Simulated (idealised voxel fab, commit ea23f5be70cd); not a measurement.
process module | voxel transistor to metal
cross-section cut | 270 nm wide | cells 5 nm
A cross-section is a grid of square cells, given in bands from the top down. A band is one or more rows of cells.
Each band's line starts with the height of the band's top and of its bottom, in nm. Then come its materials from left to right, each with its width in nm. One material with "throughout" fills the band from edge to edge. "air" is empty space.
Height 0 is the level under which the wafer as received is all one material. The lowest band goes on downwards, as in "0 down".
A width such as "30 to 40" changes by the same amount from each row of cells to the next, from the band's top row to its bottom row.
"no change" after a step means that no cell of the cross-section changed.
closed voids: empty space of 8 cells or more with no open way to the top, each as width x height at its distance from the left edge, in nm
after a step's settings: what the simulator itself notes on the step
overlay nm, on a step with a mask: how far to the right of its planned place the mask lay; to the left if negative
plan
1 op RECEIVE | material Si
2 op OXIDIZE | depth nm 5
3 op CONFORMAL_DEP | material SiN | thk nm 15
4 op DIRECTIONAL_DEP | material aC | thk nm 10
5 op PATTERN | tone cover | mask id ACTIVE | material resist | width nm 105 | pitch nm 125 | thk nm 30 | overlay nm 0
6 op DIRECTIONAL_ETCH | etch materials aC | depth nm 10
7 op STRIP | etch materials resist
8 op DIRECTIONAL_ETCH | etch materials SiN | depth nm 15
9 op DIRECTIONAL_ETCH | etch materials SiO2 | depth nm 5
10 op DIRECTIONAL_ETCH | etch materials Si | depth nm 30
11 op STRIP | etch materials aC
12 op FILL_DEP | material SiO2 | thk nm 10
13 op CMP | height nm 15
14 op SELECTIVE_ETCH | etch materials SiO2 | depth nm 15
15 op STRIP | etch materials SiN
16 op SELECTIVE_ETCH | etch materials SiO2 | depth nm 5
17 op OXIDIZE | depth nm 5
18 op DIRECTIONAL_DEP | material polySi | thk nm 20
19 op DIRECTIONAL_DEP | material SiCN | thk nm 15
20 op MASKED_ETCH | tone cover | mask id GATE | width nm 25 | pitch nm 125 | etch materials SiCN | depth nm 25 | overlay nm 0
21 op MASKED_ETCH | tone cover | mask id GATE | width nm 25 | pitch nm 125 | etch materials polySi | depth nm 30 | overlay nm 0
22 op CONFORMAL_DEP | material SiO2 | thk nm 5
23 op DIRECTIONAL_ETCH | etch materials SiO2 | depth nm 5
24 op CONFORMAL_DEP | material SiN | thk nm 5
25 op DIRECTIONAL_ETCH | etch materials SiN | depth nm 5
26 op DIRECTIONAL_ETCH | etch materials SiO2 | depth nm 5
27 op EPI | material nSi | thk nm 5
28 op FILL_DEP | material SiO2 | thk nm 10
29 op CMP | height nm 30
30 op DIRECTIONAL_DEP | material SiO2 | thk nm 15
31 op DIRECTIONAL_DEP | material aC | thk nm 15
32 op PATTERN | tone open | mask id CONTACT | material resist | width nm 30 | thk nm 35 | overlay nm 0
33 op DIRECTIONAL_ETCH | etch materials aC | depth nm 15
34 op STRIP | etch materials resist
35 op DIRECTIONAL_ETCH | etch materials SiO2 | depth nm 50
36 op STRIP | etch materials aC
37 op CONFORMAL_DEP | material TiN | thk nm 5
38 op FILL_DEP | material Ru | thk nm 10
39 op CMP | height nm 45
40 op DIRECTIONAL_DEP | material TiN | thk nm 5
41 op DIRECTIONAL_DEP | material W | thk nm 25
42 op MASKED_ETCH | tone cover | mask id METAL_1 | width nm 15 | etch materials W | depth nm 25 | overlay nm 0
43 op MASKED_ETCH | tone cover | mask id METAL_1 | width nm 20 | etch materials TiN | depth nm 5 | overlay nm 0
44 op FILL_DEP | material lowk | thk nm 5
45 op CMP | height nm 75
46 op CONFORMAL_DEP | material SiN | thk nm 5
varied across the wafers: width nm of step 42. The plan shows the first wafer's value. All wafers start alike
first wafer as received, after step 1
  0 down: Si throughout
  closed voids: none
first wafer at the end, after step 46
  80 to 75: SiN throughout
  75 to 50: lowk 30 | W 15 | lowk 60 | W 15 | lowk 35 | W 15 | lowk 60 | W 15 | lowk 25
  50 to 45: lowk 25 | TiN 20 | lowk 55 | TiN 20 | lowk 30 | TiN 20 | lowk 55 | TiN 20 | lowk 25
  45 to 35: SiO2 25 | TiN 5 | Ru 20 | TiN 5 | SiO2 35 | TiN 5 | Ru 20 | TiN 5 | SiO2 30 | TiN 5 | Ru 20 | TiN 5 | SiO2 35 | TiN 5 | Ru 20 | TiN 5 | SiO2 25
  35 to 30: SiO2 25 | TiN 5 | Ru 15 | TiN 10 | SiO2 35 | TiN 10 | Ru 15 | TiN 5 | SiO2 30 | TiN 5 | Ru 15 | TiN 10 | SiO2 35 | TiN 10 | Ru 15 | TiN 5 | SiO2 25
  30 to 15: SiO2 25 | TiN 5 | Ru 15 | TiN 5 | SiN 5 | SiO2 5 | SiCN 25 | SiO2 5 | SiN 5 | TiN 5 | Ru 15 | TiN 5 | SiO2 30 | TiN 5 | Ru 15 | TiN 5 | SiN 5 | SiO2 5 | SiCN 25 | SiO2 5 | SiN 5 | TiN 5 | Ru 15 | TiN 5 | SiO2 25
  15 to 0: SiO2 25 | TiN 5 | Ru 15 | TiN 5 | SiN 5 | SiO2 5 | polySi 25 | SiO2 5 | SiN 5 | TiN 5 | Ru 15 | TiN 5 | SiO2 30 | TiN 5 | Ru 15 | TiN 5 | SiN 5 | SiO2 5 | polySi 25 | SiO2 5 | SiN 5 | TiN 5 | Ru 15 | TiN 5 | SiO2 25
  0 to -5: SiO2 25 | TiN 25 | SiN 5 | SiO2 5 | polySi 25 | SiO2 5 | SiN 5 | TiN 25 | SiO2 30 | TiN 25 | SiN 5 | SiO2 5 | polySi 25 | SiO2 5 | SiN 5 | TiN 25 | SiO2 25
  -5 to -10: SiO2 15 | nSi 35 | SiO2 45 | nSi 35 | SiO2 10 | nSi 35 | SiO2 45 | nSi 35 | SiO2 15
  -10 to -35: SiO2 20 | Si 105 | SiO2 20 | Si 105 | SiO2 20
  -35 down: Si throughout
  closed voids: none
last wafer at the end
  80 to 75: SiN throughout
  75 to 50: lowk 20 | W 35 | lowk 40 | W 35 | lowk 15 | W 35 | lowk 40 | W 35 | lowk 15
  50 to 45: lowk 20 | TiN 35 | lowk 40 | TiN 35 | lowk 15 | TiN 35 | lowk 40 | TiN 35 | lowk 15
  45 to 35: SiO2 25 | TiN 5 | Ru 20 | TiN 5 | SiO2 35 | TiN 5 | Ru 20 | TiN 5 | SiO2 30 | TiN 5 | Ru 20 | TiN 5 | SiO2 35 | TiN 5 | Ru 20 | TiN 5 | SiO2 25
  35 to 30: SiO2 25 | TiN 5 | Ru 15 | TiN 10 | SiO2 35 | TiN 10 | Ru 15 | TiN 5 | SiO2 30 | TiN 5 | Ru 15 | TiN 10 | SiO2 35 | TiN 10 | Ru 15 | TiN 5 | SiO2 25
  30 to 15: SiO2 25 | TiN 5 | Ru 15 | TiN 5 | SiN 5 | SiO2 5 | SiCN 25 | SiO2 5 | SiN 5 | TiN 5 | Ru 15 | TiN 5 | SiO2 30 | TiN 5 | Ru 15 | TiN 5 | SiN 5 | SiO2 5 | SiCN 25 | SiO2 5 | SiN 5 | TiN 5 | Ru 15 | TiN 5 | SiO2 25
  15 to 0: SiO2 25 | TiN 5 | Ru 15 | TiN 5 | SiN 5 | SiO2 5 | polySi 25 | SiO2 5 | SiN 5 | TiN 5 | Ru 15 | TiN 5 | SiO2 30 | TiN 5 | Ru 15 | TiN 5 | SiN 5 | SiO2 5 | polySi 25 | SiO2 5 | SiN 5 | TiN 5 | Ru 15 | TiN 5 | SiO2 25
  0 to -5: SiO2 25 | TiN 25 | SiN 5 | SiO2 5 | polySi 25 | SiO2 5 | SiN 5 | TiN 25 | SiO2 30 | TiN 25 | SiN 5 | SiO2 5 | polySi 25 | SiO2 5 | SiN 5 | TiN 25 | SiO2 25
  -5 to -10: SiO2 15 | nSi 35 | SiO2 45 | nSi 35 | SiO2 10 | nSi 35 | SiO2 45 | nSi 35 | SiO2 15
  -10 to -35: SiO2 20 | Si 105 | SiO2 20 | Si 105 | SiO2 20
  -35 down: Si throughout
  closed voids: none
each wafer at the end: cells of each material gained (+) or lost (-) since it was received, then its closed voids
width nm 15 | +116 Ru | -168 Si | +30 SiCN | +82 SiN | +316 SiO2 | +112 TiN | +60 W | +248 lowk | +28 nSi | +40 polySi | closed voids: none
width nm 20 | +116 Ru | -168 Si | +30 SiCN | +82 SiN | +316 SiO2 | +112 TiN | +80 W | +228 lowk | +28 nSi | +40 polySi | closed voids: none
width nm 25 | +116 Ru | -168 Si | +30 SiCN | +82 SiN | +316 SiO2 | +116 TiN | +100 W | +204 lowk | +28 nSi | +40 polySi | closed voids: none
width nm 30 | +116 Ru | -168 Si | +30 SiCN | +82 SiN | +316 SiO2 | +120 TiN | +120 W | +180 lowk | +28 nSi | +40 polySi | closed voids: none
width nm 35 | +116 Ru | -168 Si | +30 SiCN | +82 SiN | +316 SiO2 | +124 TiN | +140 W | +156 lowk | +28 nSi | +40 polySi | closed voids: none
